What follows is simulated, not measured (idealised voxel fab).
process module | voxel self aligned vias
cross-section cut | 245 nm wide | cells 5 nm
A cross-section is a grid of square cells, given in bands from the top down. A band is one or more rows of cells.
Each band's line starts with the height of the band's top and of its bottom, in nm. Then come its materials from left to right, each with its width in nm. One material with "throughout" fills the band from edge to edge. "air" is empty space.
Height 0 is the level under which the wafer as received is all one material. The lowest band goes on downwards, as in "0 down".
A width such as "30 to 40" changes by the same amount from each row of cells to the next, from the band's top row to its bottom row.
"no change" after a step means that no cell of the cross-section changed.
closed voids: empty space of 8 cells or more with no open way to the top, each as width x height at its distance from the left edge, in nm
after a step's settings: what the simulator itself notes on the step
overlay nm, on a step with a mask: how far to the right of its planned place the mask lay; to the left if negative
plan
1 op RECEIVE | material Si
2 op CONFORMAL_DEP | material SiO2 | thk nm 15
3 op CONFORMAL_DEP | material SiCN | thk nm 5
4 op DIRECTIONAL_DEP | material SiO2 | thk nm 20
5 op MASKED_ETCH | tone open | mask id LINES | width nm 25 | pitch nm 60 | etch materials SiO2 | depth nm 20 | overlay nm 0
6 op CONFORMAL_DEP | material TiN | thk nm 5
7 op FILL_DEP | material W | thk nm 10
8 op CMP | height nm 40
9 op SELECTIVE_ETCH | etch materials W Ru TiN | depth nm 10
10 op FILL_DEP | material SiN | thk nm 5
11 op CMP | height nm 40
12 op DIRECTIONAL_DEP | material SiO2 | thk nm 15
13 op MASKED_ETCH | tone open | mask id VIAS | width nm 45 | pitch nm 60 | etch materials SiO2 | depth nm 15 | overlay nm 0
14 op MASKED_ETCH | tone open | mask id VIAS | width nm 45 | pitch nm 60 | etch materials SiN | depth nm 10 | overlay nm 0
15 op CONFORMAL_DEP | material TiN | thk nm 5
16 op FILL_DEP | material Cu | thk nm 10
17 op CMP | height nm 55
18 op CONFORMAL_DEP | material SiCN | thk nm 5
as received, after step 1
  0 down: Si throughout
  closed voids: none
a wafer at the end: this start, this plan, one mistake
  60 to 55: SiCN throughout
  55 to 35: SiO2 70 | TiN 5 | Cu 35 | TiN 5 | SiO2 15 | TiN 5 | Cu 35 | TiN 5 | SiO2 70
  35 to 30: SiO2 70 | TiN 45 | SiO2 15 | TiN 45 | SiO2 70
  30 to 25: SiO2 70 | TiN 15 | W 15 | TiN 15 | SiO2 15 | TiN 15 | W 15 | TiN 15 | SiO2 70
  25 to 20: SiO2 80 | TiN 25 | SiO2 35 | TiN 25 | SiO2 80
  20 to 15: SiCN throughout
  15 to 0: SiO2 throughout
  0 down: Si throughout
  closed voids: none
what went wrong: step 13 was run twice
